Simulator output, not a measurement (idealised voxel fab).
process module | voxel gate over fins
cross-section cut | 225 nm wide | cells 5 nm
A cross-section is a grid of square cells, given in bands from the top down. A band is one or more rows of cells.
Each band's line starts with the height of the band's top and of its bottom, in nm. Then come its materials from left to right, each with its width in nm. One material with "throughout" fills the band from edge to edge. "air" is empty space.
Height 0 is the level under which the wafer as received is all one material. The lowest band goes on downwards, as in "0 down".
A width such as "30 to 40" changes by the same amount from each row of cells to the next, from the band's top row to its bottom row.
"no change" after a step means that no cell of the cross-section changed.
closed voids: empty space of 8 cells or more with no open way to the top, each as width x height at its distance from the left edge, in nm
after a step's settings: what the simulator itself notes on the step
overlay nm, on a step with a mask: how far to the right of its planned place the mask lay; to the left if negative
plan
1 op RECEIVE | material Si
2 op CONFORMAL_DEP | material SiN | thk nm 5
3 op PATTERN | tone cover | mask id FINS | material resist | width nm 15 | pitch nm 35 | thk nm 15 | overlay nm 0
4 op DIRECTIONAL_ETCH | etch materials SiN | depth nm 5
5 op DIRECTIONAL_ETCH | etch materials Si | depth nm 40
6 op STRIP | etch materials resist
7 op OXIDIZE | depth nm 5
8 op FILL_DEP | material SiO2 | thk nm 15
9 op CMP | height nm 5
10 op SELECTIVE_ETCH | etch materials SiO2 | depth nm 20
11 op STRIP | etch materials SiN
12 op CONFORMAL_DEP | material HfO2 | thk nm 5
13 op CONFORMAL_DEP | material TiN | thk nm 5
14 op FILL_DEP | material W | thk nm 15
15 op CMP | height nm 20
16 op CONFORMAL_DEP | material SiCN | thk nm 5
as received, after step 1
  0 down: Si throughout
  closed voids: none
a wafer at the end: this start, this plan, one mistake
  25 to 20: SiCN throughout
  20 to 10: W throughout
  10 to 5: W 65 | TiN 30 | W 5 | TiN 30 | W 5 | TiN 30 | W 60
  5 to 0: W 65 | TiN 5 | HfO2 20 | TiN 5 | W 5 | TiN 5 | HfO2 20 | TiN 5 | W 5 | TiN 5 | HfO2 20 | TiN 5 | W 60
  0 to -5: W 65 | TiN 5 | HfO2 5 | Si 10 | HfO2 5 | TiN 5 | W 5 | TiN 5 | HfO2 5 | Si 10 | HfO2 5 | TiN 5 | W 5 | TiN 5 | HfO2 5 | Si 10 | HfO2 5 | TiN 5 | W 60
  -5 to -10: TiN 70 | HfO2 5 | Si 10 | HfO2 5 | TiN 15 | HfO2 5 | Si 10 | HfO2 5 | TiN 15 | HfO2 5 | Si 10 | HfO2 5 | TiN 65
  -10 to -15: HfO2 75 | Si 10 | HfO2 25 | Si 10 | HfO2 25 | Si 10 | HfO2 70
  -15 to -45: SiO2 75 | Si 10 | SiO2 25 | Si 10 | SiO2 25 | Si 10 | SiO2 70
  -45 down: Si throughout
  closed voids: none
what went wrong: step 3 ran as: op PATTERN | tone cover | mask id FINS | material resist | width nm 20 | pitch nm 35 | thk nm 15 | overlay nm 0
